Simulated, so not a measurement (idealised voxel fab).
This section sets out a process module, namely voxel self aligned contacts.
In the cross-section labelled cut, the width is 205 nm and each square cell is 5 nm.
Heads up, the way a cross-section reads in here is a grid of square cells, handed over as bands from the top down, with every band being one or more rows of cells. The entry gives the band's vertical extent as a top height and a bottom height in nm, then its horizontal make-up as materials from left to right, each with a width in nm. "air" stands for empty space; a single material marked "edge to edge" fills the band edge to edge. Heights are reckoned from 0. Under this level, the received wafer is all of one material. The bottommost band is open-ended downward, for example "0 -> down". The expression "30..40" gives the width at the extremes of the band, the first number at its top row of cells and the second at its bottom row, with the width changing by equal amounts from each row to the next in between. No cell of the cross-section changed in a step that is given as "no alterations made". Heads up: "Voids, fully enclosed" only lists the empty pockets with no open path to the top that are 8 cells or more, and it writes them as width x height at distance, distance from the left edge, in nm. Text after the settings on a step's line: the simulator's own remark on that step. Steps that use a mask can have "overlay nm" on their line. It says how far the mask sat to the right of where it was meant to be. Negative means to the left.
Set out below are the planned steps of the process:
1: RECEIVE | material Si
2: OXIDIZE | depth nm 5
3: DIRECTIONAL_DEP | material polySi | thk nm 30
4: DIRECTIONAL_DEP | material SiN | thk nm 20
5: PATTERN | tone cover | mask id GATE | material resist | width nm 35 | pitch nm 65 | thk nm 20 | overlay nm 0
6: DIRECTIONAL_ETCH | etch materials SiN | depth nm 20
7: DIRECTIONAL_ETCH | etch materials polySi | depth nm 30
8: STRIP | etch materials resist
9: CONFORMAL_DEP | material SiN | thk nm 5
10: DIRECTIONAL_ETCH | etch materials SiN | depth nm 5
11: FILL_DEP | material SiO2 | thk nm 15
12: CMP | height nm 55
13: MASKED_ETCH | tone open | mask id CONTACT | width nm 50 | pitch nm 65 | etch materials SiO2 | depth nm 60 | overlay nm 0
14: CONFORMAL_DEP | material TiN | thk nm 5
15: FILL_DEP | material W | thk nm 5
16: CMP | height nm 55
17: CONFORMAL_DEP | material SiCN | thk nm 5
Cross-section of the wafer upon arrival, representing the state reached after step 1:
    0 -> down | Si edge to edge
    Voids, fully enclosed: none
Looking at the first of two wafers in cross-section at end of module - ran to plan:
    60 -> 55 | SiCN edge to edge
    55 -> 50 | SiO2 (45); TiN (20); W (10); TiN (20); SiO2 (15); TiN (20); W (10); TiN (20); SiO2 (45)
    50 -> 30 | SiO2 (15); SiN (45); TiN (5); W (10); TiN (5); SiN (45); TiN (5); W (10); TiN (5); SiN (45); SiO2 (15)
    30 -> 0 | SiO2 (15); SiN (5); polySi (35); SiN (5); TiN (5); W (10); TiN (5); SiN (5); polySi (35); SiN (5); TiN (5); W (10); TiN (5); SiN (5); polySi (35); SiN (5); SiO2 (15)
    0 -> -5 | SiO2 (60); TiN (20); SiO2 (45); TiN (20); SiO2 (60)
    -5 -> down | Si edge to edge
    Voids, fully enclosed: none
The second wafer, shown in cross-section after the module: started the same way as the first and given the same plan, yet one mistake crept into how it was run:
    60 -> 55 | SiCN edge to edge
    55 -> 50 | SiO2 (45); SiCN (20); W (10); SiCN (20); SiO2 (15); SiCN (20); W (10); SiCN (20); SiO2 (45)
    50 -> 30 | SiO2 (15); SiN (45); SiCN (5); W (10); SiCN (5); SiN (45); SiCN (5); W (10); SiCN (5); SiN (45); SiO2 (15)
    30 -> 0 | SiO2 (15); SiN (5); polySi (35); SiN (5); SiCN (5); W (10); SiCN (5); SiN (5); polySi (35); SiN (5); SiCN (5); W (10); SiCN (5); SiN (5); polySi (35); SiN (5); SiO2 (15)
    0 -> -5 | SiO2 (60); SiCN (20); SiO2 (45); SiCN (20); SiO2 (60)
    -5 -> down | Si edge to edge
    Voids, fully enclosed: none
What went wrong in running the wafer? step 14 did not use the planned setting and instead ran as CONFORMAL_DEP | material SiCN | thk nm 5
Looking at both finished wafers in cells, the second ends up ahead of or behind the first on some materials: 64 more of SiCN; 64 fewer of TiN
